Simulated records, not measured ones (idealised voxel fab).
Proc. module: voxel tone inversion
Shown is cross-section cut, with a width of 210 nm and square cells of size 5 nm.
A cross-section in this document is a grid of square cells, and it is written down as bands, the top band listed before the ones below it; a band is made up of one or more rows of cells.
Band: top and bottom heights (nm) first, top before bottom; then materials from left to right, widths in nm. "full width" marks a sole material filling the band edge to edge. "air" denotes empty space.
Where do heights start? At 0: under that level the wafer as delivered is made of one material only. And the lowest band has no floor; it just carries on downward, as in "0 -> down".
When a width is written as two numbers, as in "30->40", the first number is the width in the top row of cells of the band and the second is the width in its bottom row, and the width changes by the same amount from each row to the next.
"nothing was modified" (step): cross-section cells unchanged, all of them.
Any empty space of 8 cells or more lacking an open way to the top shows up in "Closed void entries" as width x height at distance, distance from the left edge, in nm.
Note: text after step settings on the step line = simulator remark on that step.
When a step includes a mask, the "overlay nm" setting on its line states how far to the right of its planned place that mask lay, and negative values state how far to the left.
Process steps foreseen in the plan
- 1: op RECEIVE | material Si
- 2: op CONFORMAL_DEP | material SiCN | thk nm 5
- 3: op DIRECTIONAL_DEP | material aC | thk nm 20
- 4: op PATTERN | tone cover | mask id POSTS | material resist | width nm 15 | pitch nm 45 | thk nm 30 | overlay nm 0
- 5: op DIRECTIONAL_ETCH | etch materials aC | depth nm 20
- 6: op STRIP | etch materials resist
- 7: op FILL_DEP | material SiO2 | thk nm 5
- 8: op CMP | height nm 25
- 9: op STRIP | etch materials aC
Across this set of wafers, the varied parameter is the thk nm of step 2. Starting conditions are identical for every wafer, and the plan reports the value assigned to the first wafer.
Here's the first of the wafers in cross-section, just as we got it, i.e. after step 1
0 -> down  Si full width
Closed void entries: none
Last step of the module is step 9; after it, the first of several wafers in cross-section
25 -> 5  SiO2 75 nm | air 15 nm | SiO2 30 nm | air 15 nm | SiO2 75 nm
5 -> 0  SiCN full width
0 -> down  Si full width
Closed void entries: none
Cross-section, module end, final of several wafers
25 -> 20  SiO2 75 nm | air 15 nm | SiO2 30 nm | air 15 nm | SiO2 75 nm
20 -> 0  SiCN full width
0 -> down  Si full width
Closed void entries: none
For your reference, the table is organized with a row per wafer; each row reflects the wafer at the end of the module, indicating for each material the cells gained (+) or lost (-) since receipt, and thereafter its closed voids
thk nm 5; +42 SiCN; +144 SiO2; Closed void entries: none
thk nm 10; +84 SiCN; +108 SiO2; Closed void entries: none
thk nm 15; +126 SiCN; +72 SiO2; Closed void entries: none
thk nm 20; +168 SiCN; +36 SiO2; Closed void entries: none
